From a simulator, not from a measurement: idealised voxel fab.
Documented hereafter: the process module known as voxel transistor to metal.
Pictured: cross-section cut, 300 nm wide, on a grid of 5 nm square cells.
A cross-section is a grid of square cells, given in bands from the top down. A band is one or more rows of cells. First you get the band's top height and its bottom height, in nm, and then the materials it's made of, left to right, with each width in nm. If you see a single material with "everywhere", that one covers the band edge to edge. "empty" is empty space. Counting heights begins at 0, where everything beneath is, in the wafer as received, one material. The lowest band has no bottom; it goes on downwards, as "0 nm and below" shows. The width entry "30->40" should be interpreted row by row: the top row of cells in the band takes the first number, the bottom row takes the second number, and the change between adjacent rows is uniform throughout. "changes: none" (step): cross-section cells unchanged, all of them. The entry "Voids, sealed" lists the empty spaces that cover at least 8 cells and have no open path to the top. Each is written as width x height at distance, where the distance is measured from the left edge and all three values are in nm. If you see something after the settings on a step's line, that's the simulator's own remark about that step. overlay nm: mask right of planned place by this much (step with mask). Neg. = left. Every pair from here on: before one process step, after it. The after cross-section reaches only to the lowest band that changed. Below the pair: the step in between and its settings. Pairs can belong to different runs of this module on the same starting wafer; a pair carries on from the pair above only if the entry headed "Status before step" says so.
Status before step:
- 30 nm to 15 nm | 65 of empty, 10 of SiN, 25 of SiCN, 10 of SiN, 80 of empty, 10 of SiN, 25 of SiCN, 10 of SiN, 65 of empty
- 15 nm to -5 nm | 65 of empty, 10 of SiN, 25 of polySi, 10 of SiN, 80 of empty, 10 of SiN, 25 of polySi, 10 of SiN, 65 of empty
- -5 nm to -10 nm | SiO2 everywhere
- -10 nm to -75 nm | 35 of SiO2, 105 of Si, 20 of SiO2, 105 of Si, 35 of SiO2
- -75 nm and below | Si everywhere
- Voids, sealed: none
Cut View, Post-Step:
- 30 nm to 15 nm | 65 of empty, 10 of SiN, 25 of SiCN, 10 of SiN, 80 of empty, 10 of SiN, 25 of SiCN, 10 of SiN, 65 of empty
- 15 nm to -5 nm | 65 of empty, 10 of SiN, 25 of polySi, 10 of SiN, 80 of empty, 10 of SiN, 25 of polySi, 10 of SiN, 65 of empty
- -5 nm to -10 nm | 65 of empty, 45 of SiO2, 80 of empty, 45 of SiO2, 65 of empty
- Below -10, the layers are the same as they were.
- Voids, sealed: none
Step between the cross-sections above: DIRECTIONAL_ETCH | etch materials SiO2 | depth nm 5
Status before step: check the pair just above; its after cross-section is our before state.
Cut View, Post-Step:
- 30 nm to 15 nm | 65 of empty, 10 of SiN, 25 of SiCN, 10 of SiN, 80 of empty, 10 of SiN, 25 of SiCN, 10 of SiN, 65 of empty
- 15 nm to -5 nm | 65 of empty, 10 of SiN, 25 of polySi, 10 of SiN, 80 of empty, 10 of SiN, 25 of polySi, 10 of SiN, 65 of empty
- -5 nm to -10 nm | 65 of empty, 45 of SiO2, 80 of empty, 45 of SiO2, 65 of empty
- -10 nm to -25 nm | 35 of SiO2, 30 of empty, 45 of Si, 30 of empty, 20 of SiO2, 30 of empty, 45 of Si, 30 of empty, 35 of SiO2
- Below -25, the layers are the same as they were.
- Voids, sealed: none
Step between the cross-sections above: DIRECTIONAL_ETCH | etch materials Si | depth nm 15
Status before step: check the pair just above; its after cross-section is our before state.
Cut View, Post-Step:
- 30 nm to 15 nm | 65 of empty, 10 of SiN, 25 of SiCN, 10 of SiN, 80 of empty, 10 of SiN, 25 of SiCN, 10 of SiN, 65 of empty
- 15 nm to 10 nm | 65 of empty, 10 of SiN, 25 of polySi, 10 of SiN, 80 of empty, 10 of SiN, 25 of polySi, 10 of SiN, 65 of empty
- 10 nm to -5 nm | 45 of empty, 20 of pSi, 10 of SiN, 25 of polySi, 10 of SiN, 20 of pSi, 40 of empty, 20 of pSi, 10 of SiN, 25 of polySi, 10 of SiN, 20 of pSi, 45 of empty
- -5 nm to -10 nm | 30 of empty, 35 of pSi, 45 of SiO2, 35 of pSi, 10 of empty, 35 of pSi, 45 of SiO2, 35 of pSi, 30 of empty
- -10 nm to -25 nm | 35 of SiO2, 30 of pSi, 45 of Si, 30 of pSi, 20 of SiO2, 30 of pSi, 45 of Si, 30 of pSi, 35 of SiO2
- Below -25, the layers are the same as they were.
- Voids, sealed: none
Step between the cross-sections above: EPI | material pSi | thk nm 20
Status before step: check the pair just above; its after cross-section is our before state.
Cut View, Post-Step:
- 40 nm to 30 nm | SiO2 everywhere
- 30 nm to 15 nm | 65 of SiO2, 10 of SiN, 25 of SiCN, 10 of SiN, 80 of SiO2, 10 of SiN, 25 of SiCN, 10 of SiN, 65 of SiO2
- 15 nm to 10 nm | 65 of SiO2, 10 of SiN, 25 of polySi, 10 of SiN, 80 of SiO2, 10 of SiN, 25 of polySi, 10 of SiN, 65 of SiO2
- 10 nm to -5 nm | 45 of SiO2, 20 of pSi, 10 of SiN, 25 of polySi, 10 of SiN, 20 of pSi, 40 of SiO2, 20 of pSi, 10 of SiN, 25 of polySi, 10 of SiN, 20 of pSi, 45 of SiO2
- -5 nm to -10 nm | 30 of SiO2, 35 of pSi, 45 of SiO2, 35 of pSi, 10 of SiO2, 35 of pSi, 45 of SiO2, 35 of pSi, 30 of SiO2
- Below -10, the layers are the same as they were.
- Voids, sealed: none
Step between the cross-sections above: FILL_DEP | material SiO2 | thk nm 10
Status before step: check the pair just above; its after cross-section is our before state.
Cut View, Post-Step:
- 30 nm to 15 nm | 65 of SiO2, 10 of SiN, 25 of SiCN, 10 of SiN, 80 of SiO2, 10 of SiN, 25 of SiCN, 10 of SiN, 65 of SiO2
- Below 15, the layers are the same as they were.
- Voids, sealed: none
Step between the cross-sections above: CMP | height nm 30
Status before step: check the pair just above; its after cross-section is our before state.
Cut View, Post-Step:
- 45 nm to 30 nm | SiO2 everywhere
- Below 30, the layers are the same as they were.
- Voids, sealed: none
Step between the cross-sections above: DIRECTIONAL_DEP | material SiO2 | thk nm 15
Status before step: check the pair just above; its after cross-section is our before state.
Cut View, Post-Step:
- 60 nm to 45 nm | 45 of resist, 15 of empty, 55 of resist, 15 of empty, 40 of resist, 15 of empty, 55 of resist, 15 of empty, 45 of resist
- Below 45, the layers are the same as they were.
- Voids, sealed: none
Step between the cross-sections above: PATTERN | tone open | mask id CONTACT | material resist | width nm 15 | thk nm 15 | overlay nm 0
Status before step: check the pair just above; its after cross-section is our before state.
Cut View, Post-Step:
- 60 nm to 45 nm | 45 of resist, 15 of empty, 55 of resist, 15 of empty, 40 of resist, 15 of empty, 55 of resist, 15 of empty, 45 of resist
- 45 nm to 30 nm | 45 of SiO2, 15 of empty, 55 of SiO2, 15 of empty, 40 of SiO2, 15 of empty, 55 of SiO2, 15 of empty, 45 of SiO2
- 30 nm to 15 nm | 45 of SiO2, 15 of empty, 5 of SiO2, 10 of SiN, 25 of SiCN, 10 of SiN, 5 of SiO2, 15 of empty, 40 of SiO2, 15 of empty, 5 of SiO2, 10 of SiN, 25 of SiCN, 10 of SiN, 5 of SiO2, 15 of empty, 45 of SiO2
- 15 nm to 10 nm | 45 of SiO2, 15 of empty, 5 of SiO2, 10 of SiN, 25 of polySi, 10 of SiN, 5 of SiO2, 15 of empty, 40 of SiO2, 15 of empty, 5 of SiO2, 10 of SiN, 25 of polySi, 10 of SiN, 5 of SiO2, 15 of empty, 45 of SiO2
- Below 10, the layers are the same as they were.
- Voids, sealed: none
Step between the cross-sections above: DIRECTIONAL_ETCH | etch materials SiO2 | depth nm 35
Status before step: check the pair just above; its after cross-section is our before state.
Cut View, Post-Step:
- 45 nm to 30 nm | 45 of SiO2, 15 of empty, 55 of SiO2, 15 of empty, 40 of SiO2, 15 of empty, 55 of SiO2, 15 of empty, 45 of SiO2
- Below 30, the layers are the same as they were.
- Voids, sealed: none
Step between the cross-sections above: STRIP | etch materials resist
Status before step: check the pair just above; its after cross-section is our before state.
Cut View, Post-Step:
- 50 nm to 45 nm | 50 of TiN, 5 of empty, 65 of TiN, 5 of empty, 50 of TiN, 5 of empty, 65 of TiN, 5 of empty, 50 of TiN
- 45 nm to 30 nm | 45 of SiO2, 5 of TiN, 5 of empty, 5 of TiN, 55 of SiO2, 5 of TiN, 5 of empty, 5 of TiN, 40 of SiO2, 5 of TiN, 5 of empty, 5 of TiN, 55 of SiO2, 5 of TiN, 5 of empty, 5 of TiN, 45 of SiO2
- 30 nm to 15 nm | 45 of SiO2, 5 of TiN, 5 of empty, 5 of TiN, 5 of SiO2, 10 of SiN, 25 of SiCN, 10 of SiN, 5 of SiO2, 5 of TiN, 5 of empty, 5 of TiN, 40 of SiO2, 5 of TiN, 5 of empty, 5 of TiN, 5 of SiO2, 10 of SiN, 25 of SiCN, 10 of SiN, 5 of SiO2, 5 of TiN, 5 of empty, 5 of TiN, 45 of SiO2
- 15 nm to 10 nm | 45 of SiO2, 15 of TiN, 5 of SiO2, 10 of SiN, 25 of polySi, 10 of SiN, 5 of SiO2, 15 of TiN, 40 of SiO2, 15 of TiN, 5 of SiO2, 10 of SiN, 25 of polySi, 10 of SiN, 5 of SiO2, 15 of TiN, 45 of SiO2
- Below 10, the layers are the same as they were.
- Voids, sealed: none
Step between the cross-sections above: CONFORMAL_DEP | material TiN | thk nm 5
Status before step: check the pair just above; its after cross-section is our before state.
Cut View, Post-Step:
- 60 nm to 50 nm | Ru everywhere
- 50 nm to 45 nm | 50 of TiN, 5 of Ru, 65 of TiN, 5 of Ru, 50 of TiN, 5 of Ru, 65 of TiN, 5 of Ru, 50 of TiN
- 45 nm to 30 nm | 45 of SiO2, 5 of TiN, 5 of Ru, 5 of TiN, 55 of SiO2, 5 of TiN, 5 of Ru, 5 of TiN, 40 of SiO2, 5 of TiN, 5 of Ru, 5 of TiN, 55 of SiO2, 5 of TiN, 5 of Ru, 5 of TiN, 45 of SiO2
- 30 nm to 15 nm | 45 of SiO2, 5 of TiN, 5 of Ru, 5 of TiN, 5 of SiO2, 10 of SiN, 25 of SiCN, 10 of SiN, 5 of SiO2, 5 of TiN, 5 of Ru, 5 of TiN, 40 of SiO2, 5 of TiN, 5 of Ru, 5 of TiN, 5 of SiO2, 10 of SiN, 25 of SiCN, 10 of SiN, 5 of SiO2, 5 of TiN, 5 of Ru, 5 of TiN, 45 of SiO2
- Below 15, the layers are the same as they were.
- Voids, sealed: none
Step between the cross-sections above: FILL_DEP | material Ru | thk nm 10
Status before step: check the pair just above; its after cross-section is our before state.
Cut View, Post-Step:
- 45 nm to 30 nm | 45 of SiO2, 5 of TiN, 5 of Ru, 5 of TiN, 55 of SiO2, 5 of TiN, 5 of Ru, 5 of TiN, 40 of SiO2, 5 of TiN, 5 of Ru, 5 of TiN, 55 of SiO2, 5 of TiN, 5 of Ru, 5 of TiN, 45 of SiO2
- Below 30, the layers are the same as they were.
- Voids, sealed: none
Step between the cross-sections above: CMP | height nm 45
Status before step: check the pair just above; its after cross-section is our before state.
Cut View, Post-Step:
- 50 nm to 45 nm | SiCN everywhere
- Below 45, the layers are the same as they were.
- Voids, sealed: none
Step between the cross-sections above: CONFORMAL_DEP | material SiCN | thk nm 5
Status before step: check the pair just above; its after cross-section is our before state.
Cut View, Post-Step:
- 70 nm to 50 nm | lowk everywhere
- Below 50, the layers are the same as they were.
- Voids, sealed: none
Step between the cross-sections above: DIRECTIONAL_DEP | material lowk | thk nm 20
Status before step: check the pair just above; its after cross-section is our before state.
Cut View, Post-Step:
- 80 nm to 70 nm | aC everywhere
- Below 70, the layers are the same as they were.
- Voids, sealed: none
Step between the cross-sections above: DIRECTIONAL_DEP | material aC | thk nm 10
Status before step: check the pair just above; its after cross-section is our before state.
Cut View, Post-Step:
- 105 nm to 80 nm | 45 of resist, 15 of empty, 55 of resist, 15 of empty, 40 of resist, 15 of empty, 55 of resist, 15 of empty, 45 of resist
- Below 80, the layers are the same as they were.
- Voids, sealed: none
Step between the cross-sections above: PATTERN | tone open | mask id METAL_1 | material resist | width nm 15 | thk nm 25 | overlay nm 0
Status before step: check the pair just above; its after cross-section is our before state.
Cut View, Post-Step:
- 95 nm to 80 nm | 45 of resist, 15 of empty, 55 of resist, 15 of empty, 40 of resist, 15 of empty, 55 of resist, 15 of empty, 45 of resist
- 80 nm to 70 nm | 45 of aC, 15 of empty, 55 of aC, 15 of empty, 40 of aC, 15 of empty, 55 of aC, 15 of empty, 45 of aC
- Below 70, the layers are the same as they were.
- Voids, sealed: none
Step between the cross-sections above: DIRECTIONAL_ETCH | etch materials aC | depth nm 10
Status before step: check the pair just above; its after cross-section is our before state.
Cut View, Post-Step:
- 80 nm to 70 nm | 45 of aC, 15 of empty, 55 of aC, 15 of empty, 40 of aC, 15 of empty, 55 of aC, 15 of empty, 45 of aC
- Below 70, the layers are the same as they were.
- Voids, sealed: none
Step between the cross-sections above: STRIP | etch materials resist
Status before step: check the pair just above; its after cross-section is our before state.
Cut View, Post-Step:
- 80 nm to 70 nm | 45 of aC, 15 of empty, 55 of aC, 15 of empty, 40 of aC, 15 of empty, 55 of aC, 15 of empty, 45 of aC
- 70 nm to 50 nm | 45 of lowk, 15 of empty, 55 of lowk, 15 of empty, 40 of lowk, 15 of empty, 55 of lowk, 15 of empty, 45 of lowk
- Below 50, the layers are the same as they were.
- Voids, sealed: none
Step between the cross-sections above: DIRECTIONAL_ETCH | etch materials lowk | depth nm 20
Status before step: check the pair just above; its after cross-section is our before state.
Cut View, Post-Step:
- 80 nm to 70 nm | 45 of aC, 15 of empty, 55 of aC, 15 of empty, 40 of aC, 15 of empty, 55 of aC, 15 of empty, 45 of aC
- 70 nm to 50 nm | 45 of lowk, 15 of empty, 55 of lowk, 15 of empty, 40 of lowk, 15 of empty, 55 of lowk, 15 of empty, 45 of lowk
- 50 nm to 45 nm | 45 of SiCN, 15 of empty, 55 of SiCN, 15 of empty, 40 of SiCN, 15 of empty, 55 of SiCN, 15 of empty, 45 of SiCN
- Below 45, the layers are the same as they were.
- Voids, sealed: none
Step between the cross-sections above: DIRECTIONAL_ETCH | etch materials SiCN | depth nm 5
Status before step: check the pair just above; its after cross-section is our before state.
Cut View, Post-Step:
- 70 nm to 50 nm | 45 of lowk, 15 of empty, 55 of lowk, 15 of empty, 40 of lowk, 15 of empty, 55 of lowk, 15 of empty, 45 of lowk
- Below 50, the layers are the same as they were.
- Voids, sealed: none
Step between the cross-sections above: STRIP | etch materials aC
Status before step: check the pair just above; its after cross-section is our before state.
Cut View, Post-Step:
- 75 nm to 70 nm | 50 of TiN, 5 of empty, 65 of TiN, 5 of empty, 50 of TiN, 5 of empty, 65 of TiN, 5 of empty, 50 of TiN
- 70 nm to 50 nm | 45 of lowk, 5 of TiN, 5 of empty, 5 of TiN, 55 of lowk, 5 of TiN, 5 of empty, 5 of TiN, 40 of lowk, 5 of TiN, 5 of empty, 5 of TiN, 55 of lowk, 5 of TiN, 5 of empty, 5 of TiN, 45 of lowk
- 50 nm to 45 nm | 45 of SiCN, 15 of TiN, 55 of SiCN, 15 of TiN, 40 of SiCN, 15 of TiN, 55 of SiCN, 15 of TiN, 45 of SiCN
- Below 45, the layers are the same as they were.
- Voids, sealed: none
Step between the cross-sections above: CONFORMAL_DEP | material TiN | thk nm 5
Status before step: check the pair just above; its after cross-section is our before state.
Cut View, Post-Step:
- 85 nm to 75 nm | W everywhere
- 75 nm to 70 nm | 50 of TiN, 5 of W, 65 of TiN, 5 of W, 50 of TiN, 5 of W, 65 of TiN, 5 of W, 50 of TiN
- 70 nm to 50 nm | 45 of lowk, 5 of TiN, 5 of W, 5 of TiN, 55 of lowk, 5 of TiN, 5 of W, 5 of TiN, 40 of lowk, 5 of TiN, 5 of W, 5 of TiN, 55 of lowk, 5 of TiN, 5 of W, 5 of TiN, 45 of lowk
- Below 50, the layers are the same as they were.
- Voids, sealed: none
Step between the cross-sections above: FILL_DEP | material W | thk nm 10
Status before step: check the pair just above; its after cross-section is our before state.
Cut View, Post-Step:
- 70 nm to 50 nm | 45 of lowk, 5 of TiN, 5 of W, 5 of TiN, 55 of lowk, 5 of TiN, 5 of W, 5 of TiN, 40 of lowk, 5 of TiN, 5 of W, 5 of TiN, 55 of lowk, 5 of TiN, 5 of W, 5 of TiN, 45 of lowk
- Below 50, the layers are the same as they were.
- Voids, sealed: none
Step between the cross-sections above: CMP | height nm 70
Status before step: check the pair just above; its after cross-section is our before state.
Cut View, Post-Step:
- 75 nm to 70 nm | SiN everywhere
- Below 70, the layers are the same as they were.
- Voids, sealed: none
Step between the cross-sections above: CONFORMAL_DEP | material SiN | thk nm 5
Status before step:
- 15 nm to 0 nm | 35 of empty, 105 of SiN, 20 of empty, 105 of SiN, 35 of empty
- 0 nm to -5 nm | SiO2 everywhere
- -5 nm to -40 nm | 35 of SiO2, 105 of Si, 20 of SiO2, 105 of Si, 35 of SiO2
- -40 nm and below | Si everywhere
- Voids, sealed: none
Cut View, Post-Step:
- 15 nm to 0 nm | 35 of empty, 105 of SiN, 20 of empty, 105 of SiN, 35 of empty
- 0 nm to -5 nm | 40 of empty, 95 of SiO2, 30 of empty, 95 of SiO2, 40 of empty
- Below -5, the layers are the same as they were.
- Voids, sealed: none
Step between the cross-sections above: SELECTIVE_ETCH | etch materials SiO2 | depth nm 5
Status before step: check the pair just above; its after cross-section is our before state.
Cut View, Post-Step:
- 0 nm to -5 nm | 40 of empty, 95 of SiO2, 30 of empty, 95 of SiO2, 40 of empty
- Below -5, the layers are the same as they were.
- Voids, sealed: none
Step between the cross-sections above: STRIP | etch materials SiN
Status before step: check the pair just above; its after cross-section is our before state.
Cut View, Post-Step:
- 0 nm to -5 nm | 40 of empty, 95 of SiO2, 30 of empty, 95 of SiO2, 40 of empty
- -5 nm to -10 nm | 45 of SiO2, 85 of Si, 40 of SiO2, 85 of Si, 45 of SiO2
- Below -10, the layers are the same as they were.
- Voids, sealed: none
Step between the cross-sections above: OXIDIZE | depth nm 5
Status before step: check the pair just above; its after cross-section is our before state.
Cut View, Post-Step:
- 20 nm to 15 nm | 40 of empty, 95 of polySi, 30 of empty, 95 of polySi, 40 of empty
- 15 nm to 0 nm | polySi everywhere
- 0 nm to -5 nm | 40 of polySi, 95 of SiO2, 30 of polySi, 95 of SiO2, 40 of polySi
- Below -5, the layers are the same as they were.
- Voids, sealed: none
Step between the cross-sections above: DIRECTIONAL_DEP | material polySi | thk nm 20
Status before step: check the pair just above; its after cross-section is our before state.
Cut View, Post-Step:
- 35 nm to 30 nm | 40 of empty, 95 of SiCN, 30 of empty, 95 of SiCN, 40 of empty
- 30 nm to 20 nm | SiCN everywhere
- 20 nm to 15 nm | 40 of SiCN, 95 of polySi, 30 of SiCN, 95 of polySi, 40 of SiCN
- Below 15, the layers are the same as they were.
- Voids, sealed: none
Step between the cross-sections above: DIRECTIONAL_DEP | material SiCN | thk nm 15
Status before step: check the pair just above; its after cross-section is our before state.
Cut View, Post-Step:
- 35 nm to 20 nm | 75 of empty, 25 of SiCN, 100 of empty, 25 of SiCN, 75 of empty
- 20 nm to 15 nm | 40 of empty, 95 of polySi, 30 of empty, 95 of polySi, 40 of empty
- Below 15, the layers are the same as they were.
- Voids, sealed: none
Step between the cross-sections above: MASKED_ETCH | tone cover | mask id GATE | width nm 25 | pitch nm 125 | etch materials SiCN | depth nm 25 | overlay nm 0
Status before step: check the pair just above; its after cross-section is our before state.
Cut View, Post-Step:
- 35 nm to 20 nm | 75 of empty, 25 of SiCN, 100 of empty, 25 of SiCN, 75 of empty
- 20 nm to 0 nm | 75 of empty, 25 of polySi, 100 of empty, 25 of polySi, 75 of empty
- 0 nm to -5 nm | 40 of empty, 95 of SiO2, 30 of empty, 95 of SiO2, 40 of empty
- Below -5, the layers are the same as they were.
- Voids, sealed: none
Step between the cross-sections above: MASKED_ETCH | tone cover | mask id GATE | width nm 25 | pitch nm 125 | etch materials polySi | depth nm 30 | overlay nm 0
Status before step: check the pair just above; its after cross-section is our before state.
Cut View, Post-Step:
- 45 nm to 35 nm | 65 of empty, 45 of SiN, 80 of empty, 45 of SiN, 65 of empty
- 35 nm to 20 nm | 65 of empty, 10 of SiN, 25 of SiCN, 10 of SiN, 80 of empty, 10 of SiN, 25 of SiCN, 10 of SiN, 65 of empty
- 20 nm to 10 nm | 65 of empty, 10 of SiN, 25 of polySi, 10 of SiN, 80 of empty, 10 of SiN, 25 of polySi, 10 of SiN, 65 of empty
- 10 nm to 5 nm | 30 of empty, 45 of SiN, 25 of polySi, 45 of SiN, 10 of empty, 45 of SiN, 25 of polySi, 45 of SiN, 30 of empty
- 5 nm to 0 nm | 75 of SiN, 25 of polySi, 100 of SiN, 25 of polySi, 75 of SiN
- 0 nm to -5 nm | 40 of SiN, 95 of SiO2, 30 of SiN, 95 of SiO2, 40 of SiN
- Below -5, the layers are the same as they were.
- Voids, sealed: none
Step between the cross-sections above: CONFORMAL_DEP | material SiN | thk nm 10
Status before step: check the pair just above; its after cross-section is our before state.
Cut View, Post-Step:
- 35 nm to 20 nm | 65 of empty, 10 of SiN, 25 of SiCN, 10 of SiN, 80 of empty, 10 of SiN, 25 of SiCN, 10 of SiN, 65 of empty
- 20 nm to 0 nm | 65 of empty, 10 of SiN, 25 of polySi, 10 of SiN, 80 of empty, 10 of SiN, 25 of polySi, 10 of SiN, 65 of empty
- 0 nm to -5 nm | 30 of empty, 10 of SiN, 95 of SiO2, 10 of SiN, 10 of empty, 10 of SiN, 95 of SiO2, 10 of SiN, 30 of empty
- Below -5, the layers are the same as they were.
- Voids, sealed: none
Step between the cross-sections above: DIRECTIONAL_ETCH | etch materials SiN | depth nm 10
Status before step: check the pair just above; its after cross-section is our before state.
Cut View, Post-Step:
- 35 nm to 20 nm | 65 of empty, 10 of SiN, 25 of SiCN, 10 of SiN, 80 of empty, 10 of SiN, 25 of SiCN, 10 of SiN, 65 of empty
- 20 nm to 0 nm | 65 of empty, 10 of SiN, 25 of polySi, 10 of SiN, 80 of empty, 10 of SiN, 25 of polySi, 10 of SiN, 65 of empty
- 0 nm to -5 nm | 30 of empty, 10 of SiN, 25 of empty, 45 of SiO2, 25 of empty, 10 of SiN, 10 of empty, 10 of SiN, 25 of empty, 45 of SiO2, 25 of empty, 10 of SiN, 30 of empty
- -5 nm to -10 nm | 30 of empty, 15 of SiO2, 85 of Si, 15 of SiO2, 10 of empty, 15 of SiO2, 85 of Si, 15 of SiO2, 30 of empty
- Below -10, the layers are the same as they were.
- Voids, sealed: none
Step between the cross-sections above: DIRECTIONAL_ETCH | etch materials SiO2 | depth nm 5
Status before step: check the pair just above; its after cross-section is our before state.
Cut View, Post-Step:
- 35 nm to 20 nm | 65 of empty, 10 of SiN, 25 of SiCN, 10 of SiN, 80 of empty, 10 of SiN, 25 of SiCN, 10 of SiN, 65 of empty
- 20 nm to 0 nm | 65 of empty, 10 of SiN, 25 of polySi, 10 of SiN, 80 of empty, 10 of SiN, 25 of polySi, 10 of SiN, 65 of empty
- 0 nm to -5 nm | 30 of empty, 10 of SiN, 25 of empty, 45 of SiO2, 25 of empty, 10 of SiN, 10 of empty, 10 of SiN, 25 of empty, 45 of SiO2, 25 of empty, 10 of SiN, 30 of empty
- -5 nm to -10 nm | 30 of empty, 15 of SiO2, 20 of empty, 45 of Si, 20 of empty, 15 of SiO2, 10 of empty, 15 of SiO2, 20 of empty, 45 of Si, 20 of empty, 15 of SiO2, 30 of empty
- -10 nm to -20 nm | 35 of SiO2, 10 of Si, 20 of empty, 45 of Si, 20 of empty, 10 of Si, 20 of SiO2, 10 of Si, 20 of empty, 45 of Si, 20 of empty, 10 of Si, 35 of SiO2
- Below -20, the layers are the same as they were.
- Voids, sealed: none
Step between the cross-sections above: DIRECTIONAL_ETCH | etch materials Si | depth nm 15
Status before step: check the pair just above; its after cross-section is our before state.
Cut View, Post-Step:
- 35 nm to 20 nm | 65 of empty, 10 of SiN, 25 of SiCN, 10 of SiN, 80 of empty, 10 of SiN, 25 of SiCN, 10 of SiN, 65 of empty
- 20 nm to 15 nm | 65 of empty, 10 of SiN, 25 of polySi, 10 of SiN, 80 of empty, 10 of SiN, 25 of polySi, 10 of SiN, 65 of empty
- 15 nm to 10 nm | 45 of empty, 20 of pSi, 10 of SiN, 25 of polySi, 10 of SiN, 20 of pSi, 40 of empty, 20 of pSi, 10 of SiN, 25 of polySi, 10 of SiN, 20 of pSi, 45 of empty
- 10 nm to 0 nm | 30 of empty, 35 of pSi, 10 of SiN, 25 of polySi, 10 of SiN, 35 of pSi, 10 of empty, 35 of pSi, 10 of SiN, 25 of polySi, 10 of SiN, 35 of pSi, 30 of empty
- 0 nm to -5 nm | 30 of empty, 10 of SiN, 25 of pSi, 45 of SiO2, 25 of pSi, 10 of SiN, 10 of empty, 10 of SiN, 25 of pSi, 45 of SiO2, 25 of pSi, 10 of SiN, 30 of empty
- -5 nm to -10 nm | 30 of empty, 15 of SiO2, 20 of pSi, 45 of Si, 20 of pSi, 15 of SiO2, 10 of empty, 15 of SiO2, 20 of pSi, 45 of Si, 20 of pSi, 15 of SiO2, 30 of empty
- -10 nm to -20 nm | 35 of SiO2, 10 of Si, 20 of pSi, 45 of Si, 20 of pSi, 10 of Si, 20 of SiO2, 10 of Si, 20 of pSi, 45 of Si, 20 of pSi, 10 of Si, 35 of SiO2
- Below -20, the layers are the same as they were.
- Voids, sealed: none
Step between the cross-sections above: EPI | material pSi | thk nm 20
Status before step: check the pair just above; its after cross-section is our before state.
Cut View, Post-Step:
- 45 nm to 35 nm | SiO2 everywhere
- 35 nm to 20 nm | 65 of SiO2, 10 of SiN, 25 of SiCN, 10 of SiN, 80 of SiO2, 10 of SiN, 25 of SiCN, 10 of SiN, 65 of SiO2
- 20 nm to 15 nm | 65 of SiO2, 10 of SiN, 25 of polySi, 10 of SiN, 80 of SiO2, 10 of SiN, 25 of polySi, 10 of SiN, 65 of SiO2
- 15 nm to 10 nm | 45 of SiO2, 20 of pSi, 10 of SiN, 25 of polySi, 10 of SiN, 20 of pSi, 40 of SiO2, 20 of pSi, 10 of SiN, 25 of polySi, 10 of SiN, 20 of pSi, 45 of SiO2
- 10 nm to 0 nm | 30 of SiO2, 35 of pSi, 10 of SiN, 25 of polySi, 10 of SiN, 35 of pSi, 10 of SiO2, 35 of pSi, 10 of SiN, 25 of polySi, 10 of SiN, 35 of pSi, 30 of SiO2
- 0 nm to -5 nm | 30 of SiO2, 10 of SiN, 25 of pSi, 45 of SiO2, 25 of pSi, 10 of SiN, 10 of SiO2, 10 of SiN, 25 of pSi, 45 of SiO2, 25 of pSi, 10 of SiN, 30 of SiO2
- -5 nm to -10 nm | 45 of SiO2, 20 of pSi, 45 of Si, 20 of pSi, 40 of SiO2, 20 of pSi, 45 of Si, 20 of pSi, 45 of SiO2
- Below -10, the layers are the same as they were.
- Voids, sealed: none
Step between the cross-sections above: FILL_DEP | material SiO2 | thk nm 10
Status before step: check the pair just above; its after cross-section is our before state.
Cut View, Post-Step:
- 30 nm to 20 nm | 65 of SiO2, 10 of SiN, 25 of SiCN, 10 of SiN, 80 of SiO2, 10 of SiN, 25 of SiCN, 10 of SiN, 65 of SiO2
- Below 20, the layers are the same as they were.
- Voids, sealed: none
Step between the cross-sections above: CMP | height nm 30
Status before step: check the pair just above; its after cross-section is our before state.
Cut View, Post-Step:
- 45 nm to 30 nm | SiO2 everywhere
- Below 30, the layers are the same as they were.
- Voids, sealed: none
Step between the cross-sections above: DIRECTIONAL_DEP | material SiO2 | thk nm 15
Status before step: check the pair just above; its after cross-section is our before state.
Cut View, Post-Step:
- 60 nm to 45 nm | 45 of resist, 15 of empty, 55 of resist, 15 of empty, 40 of resist, 15 of empty, 55 of resist, 15 of empty, 45 of resist
- Below 45, the layers are the same as they were.
- Voids, sealed: none
Step between the cross-sections above: PATTERN | tone open | mask id CONTACT | material resist | width nm 15 | thk nm 15 | overlay nm 0
Status before step: check the pair just above; its after cross-section is our before state.
Cut View, Post-Step:
- 60 nm to 45 nm | 45 of resist, 15 of empty, 55 of resist, 15 of empty, 40 of resist, 15 of empty, 55 of resist, 15 of empty, 45 of resist
- 45 nm to 30 nm | 45 of SiO2, 15 of empty, 55 of SiO2, 15 of empty, 40 of SiO2, 15 of empty, 55 of SiO2, 15 of empty, 45 of SiO2
- 30 nm to 20 nm | 45 of SiO2, 15 of empty, 5 of SiO2, 10 of SiN, 25 of SiCN, 10 of SiN, 5 of SiO2, 15 of empty, 40 of SiO2, 15 of empty, 5 of SiO2, 10 of SiN, 25 of SiCN, 10 of SiN, 5 of SiO2, 15 of empty, 45 of SiO2
- 20 nm to 15 nm | 45 of SiO2, 15 of empty, 5 of SiO2, 10 of SiN, 25 of polySi, 10 of SiN, 5 of SiO2, 15 of empty, 40 of SiO2, 15 of empty, 5 of SiO2, 10 of SiN, 25 of polySi, 10 of SiN, 5 of SiO2, 15 of empty, 45 of SiO2
- Below 15, the layers are the same as they were.
- Voids, sealed: none
Step between the cross-sections above: DIRECTIONAL_ETCH | etch materials SiO2 | depth nm 35
Status before step: check the pair just above; its after cross-section is our before state.
Cut View, Post-Step:
- 45 nm to 30 nm | 45 of SiO2, 15 of empty, 55 of SiO2, 15 of empty, 40 of SiO2, 15 of empty, 55 of SiO2, 15 of empty, 45 of SiO2
- Below 30, the layers are the same as they were.
- Voids, sealed: none
Step between the cross-sections above: STRIP | etch materials resist
